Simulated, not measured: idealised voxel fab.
The document below concerns the process module designated voxel gate over fins.
This is section cut - it's 155 nm across, gridded in 5 nm square cells.
If you're reading a cross-section in this doc, picture square cells in a grid; it comes to you as bands, top ones listed first down to the bottom, and a band can be one or more rows of cells.
Within each band entry, the heights of the top and of the bottom of the band appear first, in that order and in nm; the materials of the band then follow from left to right, each with its corresponding width in nm. The designation "full width" on a single material indicates that it fills the band from edge to edge; the designation "air" indicates empty space.
All heights in this document are referenced to 0, defined as the level beneath which the wafer, as received, consists entirely of one material. The lowest band is not bounded below; it extends indefinitely downward and is written in the form "0 nm and below".
Width: "30..40" (first number = top row, second number = bottom row, same change from row to row of cells).
Basically "same as before" means that step didn't change any cell in the cross-section.
Closed-off voids of 8+ cells (no open route to the top) go in "Trapped voids", written width x height at distance from the left edge, in nm.
The remark found on a step's line after its settings is issued by the simulator itself and pertains to that step.
The setting "overlay nm" may be written on the line of a step. When the step uses a mask, the value reports how far to the right of the planned place the mask lay, and a negative value reports that it lay to the left.
THE PLANNED PROCESS STEPS ARE ENUMERATED HEREUNDER
1: RECEIVE, material Si
2: CONFORMAL_DEP, material SiN, thk nm 10
3: MASKED_ETCH, tone cover, mask id FINS, width nm 15, pitch nm 40, etch materials SiN, depth nm 10, overlay nm 0
4: MASKED_ETCH, tone cover, mask id FINS, width nm 15, pitch nm 40, etch materials Si, depth nm 40, overlay nm 0
5: OXIDIZE, depth nm 5
6: FILL_DEP, material SiO2, thk nm 10
7: CMP, height nm 10
8: SELECTIVE_ETCH, etch materials SiO2, depth nm 25
9: STRIP, etch materials SiN
10: CONFORMAL_DEP, material HfO2, thk nm 5
11: CONFORMAL_DEP, material TiN, thk nm 5
12: CONFORMAL_DEP, material TiAl, thk nm 5
13: CONFORMAL_DEP, material TiN, thk nm 5
14: FILL_DEP, material W, thk nm 10
15: CMP, height nm 25
16: CONFORMAL_DEP, material SiCN, thk nm 5
CROSS-SECTION OF THE INCOMING WAFER, STATE AFTER STEP 1
	0 nm and below = Si full width
	Trapped voids: none
CROSS-SECTION: FIRST OF TWO WAFERS, MODULE FINISHED, RUN ACCORDING TO PLAN
	30 nm to 25 nm = SiCN full width
	25 nm to 20 nm = W full width
	20 nm to 15 nm = 35 nm W / 85 nm TiN / 35 nm W
	15 nm to 10 nm = 35 nm W / 5 nm TiN / 35 nm TiAl / 5 nm TiN / 35 nm TiAl / 5 nm TiN / 35 nm W
	10 nm to 5 nm = 35 nm W / 5 nm TiN / 5 nm TiAl / 25 nm TiN / 5 nm TiAl / 5 nm TiN / 5 nm TiAl / 25 nm TiN / 5 nm TiAl / 5 nm TiN / 35 nm W
	5 nm to 0 nm = 40 nm TiN / 5 nm TiAl / 5 nm TiN / 15 nm HfO2 / 5 nm TiN / 5 nm TiAl / 5 nm TiN / 5 nm TiAl / 5 nm TiN / 15 nm HfO2 / 5 nm TiN / 5 nm TiAl / 40 nm TiN
	0 nm to -5 nm = 45 nm TiAl / 5 nm TiN / 5 nm HfO2 / 5 nm Si / 5 nm HfO2 / 5 nm TiN / 15 nm TiAl / 5 nm TiN / 5 nm HfO2 / 5 nm Si / 5 nm HfO2 / 5 nm TiN / 45 nm TiAl
	-5 nm to -10 nm = 50 nm TiN / 5 nm HfO2 / 5 nm Si / 5 nm HfO2 / 25 nm TiN / 5 nm HfO2 / 5 nm Si / 5 nm HfO2 / 50 nm TiN
	-10 nm to -15 nm = 55 nm HfO2 / 5 nm Si / 35 nm HfO2 / 5 nm Si / 55 nm HfO2
	-15 nm to -45 nm = 55 nm SiO2 / 5 nm Si / 35 nm SiO2 / 5 nm Si / 55 nm SiO2
	-45 nm and below = Si full width
	Trapped voids: none
CROSS-SECTION OF THE LATTER OF THE TWO WAFERS AT MODULE COMPLETION. IT HAD AN IDENTICAL START AND AN IDENTICAL PLAN TO THE FORMER; IN RUNNING IT, ONE MISTAKE WAS MADE
	30 nm to 25 nm = SiCN full width
	25 nm to 20 nm = W full width
	20 nm to 15 nm = 30 nm W / 95 nm TiN / 30 nm W
	15 nm to 10 nm = 30 nm W / 5 nm TiN / 85 nm TiAl / 5 nm TiN / 30 nm W
	10 nm to 5 nm = 30 nm W / 5 nm TiN / 5 nm TiAl / 35 nm TiN / 5 nm TiAl / 35 nm TiN / 5 nm TiAl / 5 nm TiN / 30 nm W
	5 nm to 0 nm = 30 nm W / 5 nm TiN / 5 nm TiAl / 5 nm TiN / 25 nm HfO2 / 5 nm TiN / 5 nm TiAl / 5 nm TiN / 25 nm HfO2 / 5 nm TiN / 5 nm TiAl / 5 nm TiN / 30 nm W
	0 nm to -20 nm = 30 nm W / 5 nm TiN / 5 nm TiAl / 5 nm TiN / 5 nm HfO2 / 5 nm SiO2 / 5 nm Si / 5 nm SiO2 / 5 nm HfO2 / 5 nm TiN / 5 nm TiAl / 5 nm TiN / 5 nm HfO2 / 5 nm SiO2 / 5 nm Si / 5 nm SiO2 / 5 nm HfO2 / 5 nm TiN / 5 nm TiAl / 5 nm TiN / 30 nm W
	-20 nm to -25 nm = 35 nm TiN / 5 nm TiAl / 5 nm TiN / 5 nm HfO2 / 5 nm SiO2 / 5 nm Si / 5 nm SiO2 / 5 nm HfO2 / 5 nm TiN / 5 nm TiAl / 5 nm TiN / 5 nm HfO2 / 5 nm SiO2 / 5 nm Si / 5 nm SiO2 / 5 nm HfO2 / 5 nm TiN / 5 nm TiAl / 35 nm TiN
	-25 nm to -30 nm = 40 nm TiAl / 5 nm TiN / 5 nm HfO2 / 5 nm SiO2 / 5 nm Si / 5 nm SiO2 / 5 nm HfO2 / 5 nm TiN / 5 nm TiAl / 5 nm TiN / 5 nm HfO2 / 5 nm SiO2 / 5 nm Si / 5 nm SiO2 / 5 nm HfO2 / 5 nm TiN / 40 nm TiAl
	-30 nm to -35 nm = 45 nm TiN / 5 nm HfO2 / 5 nm SiO2 / 5 nm Si / 5 nm SiO2 / 5 nm HfO2 / 15 nm TiN / 5 nm HfO2 / 5 nm SiO2 / 5 nm Si / 5 nm SiO2 / 5 nm HfO2 / 45 nm TiN
	-35 nm to -40 nm = 50 nm HfO2 / 5 nm SiO2 / 5 nm Si / 5 nm SiO2 / 25 nm HfO2 / 5 nm SiO2 / 5 nm Si / 5 nm SiO2 / 50 nm HfO2
	-40 nm to -45 nm = 55 nm SiO2 / 5 nm Si / 35 nm SiO2 / 5 nm Si / 55 nm SiO2
	-45 nm and below = Si full width
	Trapped voids: none
Run error: in deviation from the planned setting, step 6 was conducted as FILL_DEP, material SiN, thk nm 10
It is noted that, at the conclusion of processing, the second wafer exhibits a higher or lower cell count for certain materials relative to the first: HfO2: 20 more; SiO2: 113 fewer; TiAl: 12 more; TiN: 27 more; W: 54 more
